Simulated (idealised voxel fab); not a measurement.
A process module follows: voxel trench capacitor.
We display cut, a cross-section 245 nm in width whose square cells are each 5 nm.
Cross-section format: a grid of square cells, given as bands from top to bottom; each band is one or more rows of cells.
What a band's entry tells you: where the top is and where the bottom is, as heights in nm, and after that what lies inside, material by material from left to right, each with its width in nm. Empty space is written as the word "air", and a single material marked with the word "full width" occupies the band from edge to edge.
A quick word on heights: they are counted from 0, and under that level the wafer as it came to us is one material throughout. The lowest band is different from the rest in having no bottom; it simply continues downward, written as in "0 -> down".
With a width like "30..40", each row of cells in the band differs from the next by the same amount, the top row carrying the first number and the bottom row the second.
"no alteration", as given for a step, is the statement that not any cell of the cross-section underwent a change during that step.
So "Cavities, closed" is basically the list of trapped voids: any empty space of 8 cells or more that can't reach the top through an opening. They're written width x height at distance, the distance being from the left edge, and it's all nm.
Heads up: the bit after the settings on a step's line is the simulator's remark on that step.
Regarding "overlay nm": on a step with a mask, it is the distance the mask lay to the right of its planned place; a negative value places it to the left.

### List of planned process steps
1: RECEIVE, material Si
2: CONFORMAL_DEP, material SiN, thk nm 10
3: DIRECTIONAL_DEP, material aC, thk nm 10
4: PATTERN, tone open, mask id TRENCH, material resist, width nm 25, pitch nm 45, thk nm 25, overlay nm 0
5: DIRECTIONAL_ETCH, etch materials aC, depth nm 10
6: STRIP, etch materials resist
7: DIRECTIONAL_ETCH, etch materials SiN, depth nm 10
8: DIRECTIONAL_ETCH, etch materials Si, depth nm 35
9: STRIP, etch materials aC
10: CONFORMAL_DEP, material Al2O3, thk nm 5
11: CONFORMAL_DEP, material TiN, thk nm 5
12: FILL_DEP, material W, thk nm 10
13: CMP, height nm 10

### The first of two wafers, run as planned

### This is the cross-section of the wafer as we received it, i.e. after step 1
* 0 -> down = Si full width
* Cavities, closed: none

### Upon completion of step 2, the wafer appears in cross-section as shown
* 10 -> 0 = SiN full width
* Whatever lies below 0 is exactly as it was before.

### Upon completion of step 3, the wafer appears in cross-section as shown
* 20 -> 10 = aC full width
* Whatever lies below 10 is exactly as it was before.

### Upon completion of step 4, the wafer appears in cross-section as shown
* 45 -> 20 = 85 of resist; 25 of air; 20 of resist; 25 of air; 90 of resist
* Whatever lies below 20 is exactly as it was before.

### Upon completion of step 5, the wafer appears in cross-section as shown
* 35 -> 20 = 85 of resist; 25 of air; 20 of resist; 25 of air; 90 of resist
* 20 -> 10 = 85 of aC; 25 of air; 20 of aC; 25 of air; 90 of aC
* Whatever lies below 10 is exactly as it was before.

### Upon completion of step 6, the wafer appears in cross-section as shown
* 20 -> 10 = 85 of aC; 25 of air; 20 of aC; 25 of air; 90 of aC
* Whatever lies below 10 is exactly as it was before.

### Upon completion of step 7, the wafer appears in cross-section as shown
* 20 -> 10 = 85 of aC; 25 of air; 20 of aC; 25 of air; 90 of aC
* 10 -> 0 = 85 of SiN; 25 of air; 20 of SiN; 25 of air; 90 of SiN
* Whatever lies below 0 is exactly as it was before.

### Upon completion of step 8, the wafer appears in cross-section as shown
* 20 -> 10 = 85 of aC; 25 of air; 20 of aC; 25 of air; 90 of aC
* 10 -> 0 = 85 of SiN; 25 of air; 20 of SiN; 25 of air; 90 of SiN
* 0 -> -35 = 85 of Si; 25 of air; 20 of Si; 25 of air; 90 of Si
* Whatever lies below -35 is exactly as it was before.

### Upon completion of step 9, the wafer appears in cross-section as shown
* 10 -> 0 = 85 of SiN; 25 of air; 20 of SiN; 25 of air; 90 of SiN
* Whatever lies below 0 is exactly as it was before.

### Upon completion of step 10, the wafer appears in cross-section as shown
* 15 -> 10 = 90 of Al2O3; 15 of air; 30 of Al2O3; 15 of air; 95 of Al2O3
* 10 -> 0 = 85 of SiN; 5 of Al2O3; 15 of air; 5 of Al2O3; 20 of SiN; 5 of Al2O3; 15 of air; 5 of Al2O3; 90 of SiN
* 0 -> -30 = 85 of Si; 5 of Al2O3; 15 of air; 5 of Al2O3; 20 of Si; 5 of Al2O3; 15 of air; 5 of Al2O3; 90 of Si
* -30 -> -35 = 85 of Si; 25 of Al2O3; 20 of Si; 25 of Al2O3; 90 of Si
* Whatever lies below -35 is exactly as it was before.

### Upon completion of step 11, the wafer appears in cross-section as shown
* 20 -> 15 = 95 of TiN; 5 of air; 40 of TiN; 5 of air; 100 of TiN
* 15 -> 10 = 90 of Al2O3; 5 of TiN; 5 of air; 5 of TiN; 30 of Al2O3; 5 of TiN; 5 of air; 5 of TiN; 95 of Al2O3
* 10 -> 0 = 85 of SiN; 5 of Al2O3; 5 of TiN; 5 of air; 5 of TiN; 5 of Al2O3; 20 of SiN; 5 of Al2O3; 5 of TiN; 5 of air; 5 of TiN; 5 of Al2O3; 90 of SiN
* 0 -> -25 = 85 of Si; 5 of Al2O3; 5 of TiN; 5 of air; 5 of TiN; 5 of Al2O3; 20 of Si; 5 of Al2O3; 5 of TiN; 5 of air; 5 of TiN; 5 of Al2O3; 90 of Si
* -25 -> -30 = 85 of Si; 5 of Al2O3; 15 of TiN; 5 of Al2O3; 20 of Si; 5 of Al2O3; 15 of TiN; 5 of Al2O3; 90 of Si
* Whatever lies below -30 is exactly as it was before.

### Upon completion of step 12, the wafer appears in cross-section as shown
* 30 -> 20 = W full width
* 20 -> 15 = 95 of TiN; 5 of W; 40 of TiN; 5 of W; 100 of TiN
* 15 -> 10 = 90 of Al2O3; 5 of TiN; 5 of W; 5 of TiN; 30 of Al2O3; 5 of TiN; 5 of W; 5 of TiN; 95 of Al2O3
* 10 -> 0 = 85 of SiN; 5 of Al2O3; 5 of TiN; 5 of W; 5 of TiN; 5 of Al2O3; 20 of SiN; 5 of Al2O3; 5 of TiN; 5 of W; 5 of TiN; 5 of Al2O3; 90 of SiN
* 0 -> -25 = 85 of Si; 5 of Al2O3; 5 of TiN; 5 of W; 5 of TiN; 5 of Al2O3; 20 of Si; 5 of Al2O3; 5 of TiN; 5 of W; 5 of TiN; 5 of Al2O3; 90 of Si
* Whatever lies below -25 is exactly as it was before.

### Upon completion of step 13, the wafer appears in cross-section as shown
* 10 -> 0 = 85 of SiN; 5 of Al2O3; 5 of TiN; 5 of W; 5 of TiN; 5 of Al2O3; 20 of SiN; 5 of Al2O3; 5 of TiN; 5 of W; 5 of TiN; 5 of Al2O3; 90 of SiN
* Whatever lies below 0 is exactly as it was before.

### second wafer: like start, like plan, one mistake. Through step 5 it matches the first wafer

### Second wafer, cross-section, planned end of step 6
* 20 -> 10 = 85 of aC; 25 of air; 20 of aC; 25 of air; 90 of aC
* Whatever lies below 10 is exactly as it was before.

### Second wafer, cross-section, planned end of step 7
* 20 -> 10 = 85 of aC; 25 of air; 20 of aC; 25 of air; 90 of aC
* 10 -> 0 = 85 of SiN; 25 of air; 20 of SiN; 25 of air; 90 of SiN
* Whatever lies below 0 is exactly as it was before.

### Second wafer, cross-section, planned end of step 8
* 20 -> 10 = 85 of aC; 25 of air; 20 of aC; 25 of air; 90 of aC
* 10 -> 0 = 85 of SiN; 25 of air; 20 of SiN; 25 of air; 90 of SiN
* 0 -> -35 = 85 of Si; 25 of air; 20 of Si; 25 of air; 90 of Si
* Whatever lies below -35 is exactly as it was before.

### Second wafer, cross-section, planned end of step 9
* 10 -> 0 = 85 of SiN; 25 of air; 20 of SiN; 25 of air; 90 of SiN
* Whatever lies below 0 is exactly as it was before.

### Second wafer, cross-section, planned end of step 10
* 15 -> 10 = 90 of Al2O3; 15 of air; 30 of Al2O3; 15 of air; 95 of Al2O3
* 10 -> 0 = 85 of SiN; 5 of Al2O3; 15 of air; 5 of Al2O3; 20 of SiN; 5 of Al2O3; 15 of air; 5 of Al2O3; 90 of SiN
* 0 -> -30 = 85 of Si; 5 of Al2O3; 15 of air; 5 of Al2O3; 20 of Si; 5 of Al2O3; 15 of air; 5 of Al2O3; 90 of Si
* -30 -> -35 = 85 of Si; 25 of Al2O3; 20 of Si; 25 of Al2O3; 90 of Si
* Whatever lies below -35 is exactly as it was before.

### Second wafer, cross-section, planned end of step 11
* 20 -> 15 = 95 of TiN; 5 of air; 40 of TiN; 5 of air; 100 of TiN
* 15 -> 10 = 90 of Al2O3; 5 of TiN; 5 of air; 5 of TiN; 30 of Al2O3; 5 of TiN; 5 of air; 5 of TiN; 95 of Al2O3
* 10 -> 0 = 85 of SiN; 5 of Al2O3; 5 of TiN; 5 of air; 5 of TiN; 5 of Al2O3; 20 of SiN; 5 of Al2O3; 5 of TiN; 5 of air; 5 of TiN; 5 of Al2O3; 90 of SiN
* 0 -> -25 = 85 of Si; 5 of Al2O3; 5 of TiN; 5 of air; 5 of TiN; 5 of Al2O3; 20 of Si; 5 of Al2O3; 5 of TiN; 5 of air; 5 of TiN; 5 of Al2O3; 90 of Si
* -25 -> -30 = 85 of Si; 5 of Al2O3; 15 of TiN; 5 of Al2O3; 20 of Si; 5 of Al2O3; 15 of TiN; 5 of Al2O3; 90 of Si
* Whatever lies below -30 is exactly as it was before.

### Second wafer, cross-section, planned end of step 12
* 30 -> 20 = W full width
* 20 -> 15 = 95 of TiN; 5 of W; 40 of TiN; 5 of W; 100 of TiN
* 15 -> 10 = 90 of Al2O3; 5 of TiN; 5 of W; 5 of TiN; 30 of Al2O3; 5 of TiN; 5 of W; 5 of TiN; 95 of Al2O3
* 10 -> 0 = 85 of SiN; 5 of Al2O3; 5 of TiN; 5 of W; 5 of TiN; 5 of Al2O3; 20 of SiN; 5 of Al2O3; 5 of TiN; 5 of W; 5 of TiN; 5 of Al2O3; 90 of SiN
* 0 -> -25 = 85 of Si; 5 of Al2O3; 5 of TiN; 5 of W; 5 of TiN; 5 of Al2O3; 20 of Si; 5 of Al2O3; 5 of TiN; 5 of W; 5 of TiN; 5 of Al2O3; 90 of Si
* Whatever lies below -25 is exactly as it was before.

### Second wafer, cross-section, planned end of step 13
* 10 -> 0 = 85 of SiN; 5 of Al2O3; 5 of TiN; 5 of W; 5 of TiN; 5 of Al2O3; 20 of SiN; 5 of Al2O3; 5 of TiN; 5 of W; 5 of TiN; 5 of Al2O3; 90 of SiN
* Whatever lies below 0 is exactly as it was before.
In executing the process, a mistake was made relative to the plan: execution of plan step 6 occurred twice
Result: same final cross-section on the two wafers, so no effect from the mistake in this model.
